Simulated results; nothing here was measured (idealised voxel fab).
A process module follows: voxel self aligned vias.
For reference, the cross-section in this document is cut, with width 250 nm and square cells of 5 nm.
Just so we're on the same page, the cross-sections are grids of square cells, and they're listed out in bands top to bottom, each band one or more rows deep. For a band, the entry starts with two heights in nm, that of the top and then that of the bottom, and carries on with the band's materials in order from left to right, each alongside its width in nm; the word "edge to edge" beside a single material means it fills the band edge to edge, and "empty" means empty space. It should be noted that heights are counted from 0, beneath which the wafer as supplied is of one material throughout, and that the lowest band possesses no lower boundary but continues downward, as written in "from 0 down". Top row gets the first number, bottom row gets the second, and each row in between changes by the same step: that is how a band width like "30..40" works. "all unchanged" (step): cross-section cells unchanged, all of them. Each empty space that has no open way to the top and spans at least 8 cells appears under "Closed cavities" as width x height at distance, the distance counted from the left edge, all in nm. Where a step's line continues beyond its settings, the continuation is a remark by the simulator itself on that step. The "overlay nm" setting may appear on a step's line; for a step that uses a mask, it gives how far to the right of its planned position the mask lay, and a negative value indicates the left.

The steps planned for the process are as follows
1 RECEIVE (material Si)
2 CONFORMAL_DEP (material SiO2; thk nm 15)
3 CONFORMAL_DEP (material SiCN; thk nm 5)
4 DIRECTIONAL_DEP (material lowk; thk nm 25)
5 MASKED_ETCH (tone open; mask id LINES; width nm 25; pitch nm 60; etch materials lowk; depth nm 25; overlay nm 0)
6 CONFORMAL_DEP (material TiN; thk nm 5)
7 FILL_DEP (material Ru; thk nm 5)
8 CMP (height nm 45)
9 SELECTIVE_ETCH (etch materials W Ru TiN; depth nm 10)
10 FILL_DEP (material SiN; thk nm 5)
11 CMP (height nm 45)
12 DIRECTIONAL_DEP (material lowk; thk nm 20)
13 PATTERN (tone open; mask id VIAS; material resist; width nm 45; thk nm 20; overlay nm 0)
14 DIRECTIONAL_ETCH (etch materials lowk; depth nm 20)
15 DIRECTIONAL_ETCH (etch materials SiN; depth nm 10)
16 STRIP (etch materials resist)
17 CONFORMAL_DEP (material TiN; thk nm 5)
18 FILL_DEP (material Ru; thk nm 5)
19 CMP (height nm 65)
20 CONFORMAL_DEP (material SiCN; thk nm 5)

Wafer as received: cross-section following step 1
	from 0 down = Si edge to edge
	Closed cavities: none

Wafer cross-section at end of module: start and plan as shown above, one execution error
	from 75 to 70 = SiCN edge to edge
	from 70 to 65 = 75 TiN, then 35 Ru, then 140 TiN
	from 65 to 50 = 70 lowk, then 5 TiN, then 35 Ru, then 5 TiN, then 135 lowk
	from 50 to 45 = 70 lowk, then 15 TiN, then 15 Ru, then 15 TiN, then 135 lowk
	from 45 to 40 = 80 lowk, then 5 TiN, then 15 Ru, then 5 TiN, then 35 lowk, then 25 SiN, then 85 lowk
	from 40 to 35 = 80 lowk, then 25 TiN, then 35 lowk, then 25 SiN, then 85 lowk
	from 35 to 25 = 80 lowk, then 5 TiN, then 15 Ru, then 5 TiN, then 35 lowk, then 5 TiN, then 15 Ru, then 5 TiN, then 85 lowk
	from 25 to 20 = 80 lowk, then 25 TiN, then 35 lowk, then 25 TiN, then 85 lowk
	from 20 to 15 = SiCN edge to edge
	from 15 to 0 = SiO2 edge to edge
	from 0 down = Si edge to edge
	Closed cavities: none
Nonconformance to the process plan: step 19 did not happen as planned, as run it was CMP (height nm 70)
